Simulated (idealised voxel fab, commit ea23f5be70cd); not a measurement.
The name of this process module is voxel self aligned contacts.
Pictured: cross-section cut, 255 nm wide, on a grid of 5 nm square cells.
For the purposes of this document, a cross-section shall be understood as a grid of square cells, specified as bands listed in top-to-bottom order, each band consisting of one or more rows of cells. In this notation a band is specified by the heights of its top and bottom, in that order and in nm, after which its materials appear from left to right, each paired with its width in nm. The word "everywhere" attached to a single material means that material fills the band from edge to edge; the word "air" stands for empty space. Heights are measured from 0, the level below which the as-received wafer is all one material; the lowest band has no bottom and continues downward, written as in "0 down". A width such as "30 to 40" changes by the same amount from each row of cells to the next, from the band's top row to its bottom row. Step note "no modification" = no cross-section cell changed. Heads up: "Closed cavity list" only lists the empty pockets with no open path to the top that are 8 cells or more, and it writes them as width x height at distance, distance from the left edge, in nm. Heads up: the bit after the settings on a step's line is the simulator's remark on that step. On any step carrying a mask, the "overlay nm" setting, if present on the step's line, tells how far right of its planned place the mask lay; negative values point to the left.

Listed below are the process steps as planned
- 1: RECEIVE with material Si
- 2: OXIDIZE with depth nm 5
- 3: DIRECTIONAL_DEP with material polySi, thk nm 20
- 4: DIRECTIONAL_DEP with material SiN, thk nm 25
- 5: DIRECTIONAL_DEP with material aC, thk nm 10
- 6: PATTERN with tone cover, mask id GATE, material resist, width nm 30, pitch nm 65, thk nm 25, overlay nm 0
- 7: DIRECTIONAL_ETCH with etch materials aC, depth nm 10
- 8: STRIP with etch materials resist
- 9: DIRECTIONAL_ETCH with etch materials SiN, depth nm 25
- 10: DIRECTIONAL_ETCH with etch materials polySi, depth nm 20
- 11: STRIP with etch materials aC
- 12: CONFORMAL_DEP with material SiN, thk nm 10
- 13: DIRECTIONAL_ETCH with etch materials SiN, depth nm 10
- 14: FILL_DEP with material SiO2, thk nm 10
- 15: CMP with height nm 50
- 16: MASKED_ETCH with tone open, mask id CONTACT, width nm 45, etch materials SiO2, depth nm 55, overlay nm 0
- 17: CONFORMAL_DEP with material TiN, thk nm 5
- 18: FILL_DEP with material Ru, thk nm 5
- 19: CMP with height nm 50
- 20: CONFORMAL_DEP with material SiCN, thk nm 5

The first of two wafers, run as planned

The cross-section here shows the wafer as received, i.e. in its state after step 1
* 0 down: Si everywhere
* Closed cavity list: none

Upon completion of step 2, the wafer appears in cross-section as shown
* 0 to -5: SiO2 everywhere
* Below a height of -5, the structure has not been altered.

Upon completion of step 3, the wafer appears in cross-section as shown
* 20 to 0: polySi everywhere
* Below a height of 0, the structure has not been altered.

Upon completion of step 4, the wafer appears in cross-section as shown
* 45 to 20: SiN everywhere
* Below a height of 20, the structure has not been altered.

Upon completion of step 5, the wafer appears in cross-section as shown
* 55 to 45: aC everywhere
* Below a height of 45, the structure has not been altered.

Upon completion of step 6, the wafer appears in cross-section as shown
* 80 to 55: air 80; resist 30; air 35; resist 30; air 80
* Below a height of 55, the structure has not been altered.

Upon completion of step 7, the wafer appears in cross-section as shown
* 70 to 55: air 80; resist 30; air 35; resist 30; air 80
* 55 to 45: air 80; aC 30; air 35; aC 30; air 80
* Below a height of 45, the structure has not been altered.

Upon completion of step 8, the wafer appears in cross-section as shown
* 55 to 45: air 80; aC 30; air 35; aC 30; air 80
* Below a height of 45, the structure has not been altered.

Upon completion of step 9, the wafer appears in cross-section as shown
* 55 to 45: air 80; aC 30; air 35; aC 30; air 80
* 45 to 20: air 80; SiN 30; air 35; SiN 30; air 80
* Below a height of 20, the structure has not been altered.

Upon completion of step 10, the wafer appears in cross-section as shown
* 55 to 45: air 80; aC 30; air 35; aC 30; air 80
* 45 to 20: air 80; SiN 30; air 35; SiN 30; air 80
* 20 to 0: air 80; polySi 30; air 35; polySi 30; air 80
* Below a height of 0, the structure has not been altered.

Upon completion of step 11, the wafer appears in cross-section as shown
* 45 to 20: air 80; SiN 30; air 35; SiN 30; air 80
* Below a height of 20, the structure has not been altered.

Upon completion of step 12, the wafer appears in cross-section as shown
* 55 to 20: air 70; SiN 50; air 15; SiN 50; air 70
* 20 to 10: air 70; SiN 10; polySi 30; SiN 10; air 15; SiN 10; polySi 30; SiN 10; air 70
* 10 to 0: SiN 80; polySi 30; SiN 35; polySi 30; SiN 80
* Below a height of 0, the structure has not been altered.

Upon completion of step 13, the wafer appears in cross-section as shown
* 45 to 20: air 70; SiN 50; air 15; SiN 50; air 70
* 20 to 0: air 70; SiN 10; polySi 30; SiN 10; air 15; SiN 10; polySi 30; SiN 10; air 70
* Below a height of 0, the structure has not been altered.

Upon completion of step 14, the wafer appears in cross-section as shown
* 55 to 45: SiO2 everywhere
* 45 to 20: SiO2 70; SiN 50; SiO2 15; SiN 50; SiO2 70
* 20 to 0: SiO2 70; SiN 10; polySi 30; SiN 10; SiO2 15; SiN 10; polySi 30; SiN 10; SiO2 70
* Below a height of 0, the structure has not been altered.

Upon completion of step 15, the wafer appears in cross-section as shown
* 50 to 45: SiO2 everywhere
* Below a height of 45, the structure has not been altered.

Upon completion of step 16, the wafer appears in cross-section as shown
* 50 to 45: SiO2 105; air 45; SiO2 105
* 45 to 20: SiO2 70; SiN 50; air 15; SiN 50; SiO2 70
* 20 to 0: SiO2 70; SiN 10; polySi 30; SiN 10; air 15; SiN 10; polySi 30; SiN 10; SiO2 70
* 0 to -5: SiO2 120; air 15; SiO2 120
* Below a height of -5, the structure has not been altered.

Upon completion of step 17, the wafer appears in cross-section as shown
* 55 to 50: TiN 110; air 35; TiN 110
* 50 to 45: SiO2 105; TiN 20; air 5; TiN 20; SiO2 105
* 45 to 20: SiO2 70; SiN 50; TiN 5; air 5; TiN 5; SiN 50; SiO2 70
* 20 to 0: SiO2 70; SiN 10; polySi 30; SiN 10; TiN 5; air 5; TiN 5; SiN 10; polySi 30; SiN 10; SiO2 70
* 0 to -5: SiO2 120; TiN 15; SiO2 120
* Below a height of -5, the structure has not been altered.

Upon completion of step 18, the wafer appears in cross-section as shown
* 60 to 55: Ru everywhere
* 55 to 50: TiN 110; Ru 35; TiN 110
* 50 to 45: SiO2 105; TiN 20; Ru 5; TiN 20; SiO2 105
* 45 to 20: SiO2 70; SiN 50; TiN 5; Ru 5; TiN 5; SiN 50; SiO2 70
* 20 to 0: SiO2 70; SiN 10; polySi 30; SiN 10; TiN 5; Ru 5; TiN 5; SiN 10; polySi 30; SiN 10; SiO2 70
* Below a height of 0, the structure has not been altered.

Upon completion of step 19, the wafer appears in cross-section as shown
* 50 to 45: SiO2 105; TiN 20; Ru 5; TiN 20; SiO2 105
* Below a height of 45, the structure has not been altered.

Upon completion of step 20, the wafer appears in cross-section as shown
* 55 to 50: SiCN everywhere
* Below a height of 50, the structure has not been altered.

Wafer two. Same start, same plan, one slip in execution. Same as wafer one through step 5, inclusive

Second wafer, sectioned view, at step 6's planned end time
* 80 to 55: air 80; resist 35; air 30; resist 35; air 75
* Below a height of 55, the structure has not been altered.

Second wafer, sectioned view, at step 7's planned end time
* 70 to 55: air 80; resist 35; air 30; resist 35; air 75
* 55 to 45: air 80; aC 35; air 30; aC 35; air 75
* Below a height of 45, the structure has not been altered.

Second wafer, sectioned view, at step 8's planned end time
* 55 to 45: air 80; aC 35; air 30; aC 35; air 75
* Below a height of 45, the structure has not been altered.

Second wafer, sectioned view, at step 9's planned end time
* 55 to 45: air 80; aC 35; air 30; aC 35; air 75
* 45 to 20: air 80; SiN 35; air 30; SiN 35; air 75
* Below a height of 20, the structure has not been altered.

Second wafer, sectioned view, at step 10's planned end time
* 55 to 45: air 80; aC 35; air 30; aC 35; air 75
* 45 to 20: air 80; SiN 35; air 30; SiN 35; air 75
* 20 to 0: air 80; polySi 35; air 30; polySi 35; air 75
* Below a height of 0, the structure has not been altered.

Second wafer, sectioned view, at step 11's planned end time
* 45 to 20: air 80; SiN 35; air 30; SiN 35; air 75
* Below a height of 20, the structure has not been altered.

Second wafer, sectioned view, at step 12's planned end time
* 55 to 20: air 70; SiN 55; air 10; SiN 55; air 65
* 20 to 10: air 70; SiN 10; polySi 35; SiN 10; air 10; SiN 10; polySi 35; SiN 10; air 65
* 10 to 0: SiN 80; polySi 35; SiN 30; polySi 35; SiN 75
* Below a height of 0, the structure has not been altered.

Second wafer, sectioned view, at step 13's planned end time
* 45 to 20: air 70; SiN 55; air 10; SiN 55; air 65
* 20 to 0: air 70; SiN 10; polySi 35; SiN 10; air 10; SiN 10; polySi 35; SiN 10; air 65
* Below a height of 0, the structure has not been altered.

Second wafer, sectioned view, at step 14's planned end time
* 55 to 45: SiO2 everywhere
* 45 to 20: SiO2 70; SiN 55; SiO2 10; SiN 55; SiO2 65
* 20 to 0: SiO2 70; SiN 10; polySi 35; SiN 10; SiO2 10; SiN 10; polySi 35; SiN 10; SiO2 65
* Below a height of 0, the structure has not been altered.

Second wafer, sectioned view, at step 15's planned end time
* 50 to 45: SiO2 everywhere
* Below a height of 45, the structure has not been altered.

Second wafer, sectioned view, at step 16's planned end time
* 50 to 45: SiO2 105; air 45; SiO2 105
* 45 to 20: SiO2 70; SiN 55; air 10; SiN 55; SiO2 65
* 20 to 0: SiO2 70; SiN 10; polySi 35; SiN 10; air 10; SiN 10; polySi 35; SiN 10; SiO2 65
* 0 to -5: SiO2 125; air 10; SiO2 120
* Below a height of -5, the structure has not been altered.

Second wafer, sectioned view, at step 17's planned end time
* 55 to 50: TiN 110; air 35; TiN 110
* 50 to 45: SiO2 105; TiN 45; SiO2 105
* 45 to 20: SiO2 70; SiN 55; TiN 10; SiN 55; SiO2 65
* 20 to 0: SiO2 70; SiN 10; polySi 35; SiN 10; TiN 10; SiN 10; polySi 35; SiN 10; SiO2 65
* 0 to -5: SiO2 125; TiN 10; SiO2 120
* Below a height of -5, the structure has not been altered.

Second wafer, sectioned view, at step 18's planned end time
* 60 to 55: Ru everywhere
* 55 to 50: TiN 110; Ru 35; TiN 110
* Below a height of 50, the structure has not been altered.

Second wafer, sectioned view, at step 19's planned end time
* 50 to 45: SiO2 105; TiN 45; SiO2 105
* Below a height of 45, the structure has not been altered.

Second wafer, sectioned view, at step 20's planned end time
* 55 to 50: SiCN everywhere
* Below a height of 50, the structure has not been altered.
Which mistake was made when the wafer was run? step 6, actual vs plan mismatch, actual run PATTERN with tone cover, mask id GATE, material resist, width nm 35, pitch nm 65, thk nm 25, overlay nm 0
Final cells, second wafer relative to first, materials higher or lower: -10 Ru; +10 SiN; -8 SiO2; +8 polySi
